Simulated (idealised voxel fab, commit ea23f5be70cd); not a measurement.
Process module under the name voxel quadruple lines
In the cross-section labelled cut, the width is 275 nm and each square cell is 5 nm.
Cross-section, as written here: a square-cell grid given band by band from the top down, where a band holds one or more rows of cells.
Each band's line starts with the height of the band's top and of its bottom, in nm. Then come its materials from left to right, each with its width in nm. One material with "edge to edge" fills the band from edge to edge. "blank" is empty space.
For the purposes of this specification, 0 denotes the height below which the wafer in its as-received condition is composed wholly of one material, and the lowermost band, lacking a lower limit, extends downward without end, as expressed in "0 nm and below".
Read "30 to 40" as a graded width: first number on top, second number at the bottom, same change between each pair of neighbouring rows.
"no change occurred" for a step: no cell of the cross-section changed in that step.
The entry titled "Unvented internal voids" provides the empty spaces that have no open way to the top, restricted to those of 8 cells or more. Each is presented as width x height at distance, the distance being measured from the left edge, with all three in nm.
On each step's line, the part that comes after the settings is the simulator's own comment on the step.
The setting "overlay nm" may be written on the line of a step. When the step uses a mask, the value reports how far to the right of the planned place the mask lay, and a negative value reports that it lay to the left.

### The process steps that were planned are listed below
1,RECEIVE, material Si
2,CONFORMAL_DEP, material SiO2, thk nm 5
3,DIRECTIONAL_DEP, material Ru, thk nm 15
4,DIRECTIONAL_DEP, material polySi, thk nm 20
5,DIRECTIONAL_DEP, material aC, thk nm 20
6,PATTERN, tone cover, mask id MANDREL, material resist, width nm 30, thk nm 30, overlay nm 0
7,DIRECTIONAL_ETCH, etch materials aC, depth nm 20
8,STRIP, etch materials resist
9,CONFORMAL_DEP, material SiO2, thk nm 10
10,DIRECTIONAL_ETCH, etch materials SiO2, depth nm 10
11,STRIP, etch materials aC
12,DIRECTIONAL_ETCH, etch materials polySi, depth nm 20
13,STRIP, etch materials SiO2
14,CONFORMAL_DEP, material SiN, thk nm 10
15,DIRECTIONAL_ETCH, etch materials SiN, depth nm 10
16,STRIP, etch materials polySi
17,DIRECTIONAL_ETCH, etch materials Ru, depth nm 15
18,STRIP, etch materials SiN

### First wafer of two (run as planned)

### So this is the incoming wafer in cross-section - it's already been through step 1
* 0 nm and below  Si edge to edge
* Unvented internal voids: none

### Wafer section view after processing step 2
* 5 nm to 0 nm  SiO2 edge to edge
* Beneath the level 0, the cross-section is identical to its previous state.

### Wafer section view after processing step 3
* 20 nm to 5 nm  Ru edge to edge
* Beneath the level 5, the cross-section is identical to its previous state.

### Wafer section view after processing step 4
* 40 nm to 20 nm  polySi edge to edge
* Beneath the level 20, the cross-section is identical to its previous state.

### Wafer section view after processing step 5
* 60 nm to 40 nm  aC edge to edge
* Beneath the level 40, the cross-section is identical to its previous state.

### Wafer section view after processing step 6
* 90 nm to 60 nm  blank (120)  resist (30)  blank (125)
* Beneath the level 60, the cross-section is identical to its previous state.

### Wafer section view after processing step 7
* 70 nm to 60 nm  blank (120)  resist (30)  blank (125)
* 60 nm to 40 nm  blank (120)  aC (30)  blank (125)
* Beneath the level 40, the cross-section is identical to its previous state.

### Wafer section view after processing step 8
* 60 nm to 40 nm  blank (120)  aC (30)  blank (125)
* Beneath the level 40, the cross-section is identical to its previous state.

### Wafer section view after processing step 9
* 70 nm to 60 nm  blank (110)  SiO2 (50)  blank (115)
* 60 nm to 50 nm  blank (110)  SiO2 (10)  aC (30)  SiO2 (10)  blank (115)
* 50 nm to 40 nm  SiO2 (120)  aC (30)  SiO2 (125)
* Beneath the level 40, the cross-section is identical to its previous state.

### Wafer section view after processing step 10
* 60 nm to 40 nm  blank (110)  SiO2 (10)  aC (30)  SiO2 (10)  blank (115)
* Beneath the level 40, the cross-section is identical to its previous state.

### Wafer section view after processing step 11
* 60 nm to 40 nm  blank (110)  SiO2 (10)  blank (30)  SiO2 (10)  blank (115)
* Beneath the level 40, the cross-section is identical to its previous state.

### Wafer section view after processing step 12
* 60 nm to 40 nm  blank (110)  SiO2 (10)  blank (30)  SiO2 (10)  blank (115)
* 40 nm to 20 nm  blank (110)  polySi (10)  blank (30)  polySi (10)  blank (115)
* Beneath the level 20, the cross-section is identical to its previous state.

### Wafer section view after processing step 13
* 40 nm to 20 nm  blank (110)  polySi (10)  blank (30)  polySi (10)  blank (115)
* Beneath the level 20, the cross-section is identical to its previous state.

### Wafer section view after processing step 14
* 50 nm to 40 nm  blank (100)  SiN (30)  blank (10)  SiN (30)  blank (105)
* 40 nm to 30 nm  blank (100)  SiN (10)  polySi (10)  SiN (10)  blank (10)  SiN (10)  polySi (10)  SiN (10)  blank (105)
* 30 nm to 20 nm  SiN (110)  polySi (10)  SiN (30)  polySi (10)  SiN (115)
* Beneath the level 20, the cross-section is identical to its previous state.

### Wafer section view after processing step 15
* 40 nm to 20 nm  blank (100)  SiN (10)  polySi (10)  SiN (10)  blank (10)  SiN (10)  polySi (10)  SiN (10)  blank (105)
* Beneath the level 20, the cross-section is identical to its previous state.

### Wafer section view after processing step 16
* 40 nm to 20 nm  blank (100)  SiN (10)  blank (10)  SiN (10)  blank (10)  SiN (10)  blank (10)  SiN (10)  blank (105)
* Beneath the level 20, the cross-section is identical to its previous state.

### Wafer section view after processing step 17
* 40 nm to 20 nm  blank (100)  SiN (10)  blank (10)  SiN (10)  blank (10)  SiN (10)  blank (10)  SiN (10)  blank (105)
* 20 nm to 5 nm  blank (100)  Ru (10)  blank (10)  Ru (10)  blank (10)  Ru (10)  blank (10)  Ru (10)  blank (105)
* Beneath the level 5, the cross-section is identical to its previous state.

### Wafer section view after processing step 18
* 20 nm to 5 nm  blank (100)  Ru (10)  blank (10)  Ru (10)  blank (10)  Ru (10)  blank (10)  Ru (10)  blank (105)
* Beneath the level 5, the cross-section is identical to its previous state.

### Here the second wafer is described. Its start and its plan were those of the first wafer. Its run contained one mistake. Up to and including step 16, it did exactly what the first wafer did

### X-section, second wafer, when step 17 was due to finish
* 40 nm to 20 nm  blank (100)  SiN (10)  blank (10)  SiN (10)  blank (10)  SiN (10)  blank (10)  SiN (10)  blank (105)
* 20 nm to 10 nm  blank (100)  Ru (10)  blank (10)  Ru (10)  blank (10)  Ru (10)  blank (10)  Ru (10)  blank (105)
* Beneath the level 10, the cross-section is identical to its previous state.

### X-section, second wafer, when step 18 was due to finish
* 20 nm to 10 nm  blank (100)  Ru (10)  blank (10)  Ru (10)  blank (10)  Ru (10)  blank (10)  Ru (10)  blank (105)
* Beneath the level 10, the cross-section is identical to its previous state.
Diagnosis: not per plan at step 17, really ran DIRECTIONAL_ETCH, etch materials Ru, depth nm 10
Per the end-of-run cell counts, the second wafer holds more or fewer of some materials than the first: Ru +47
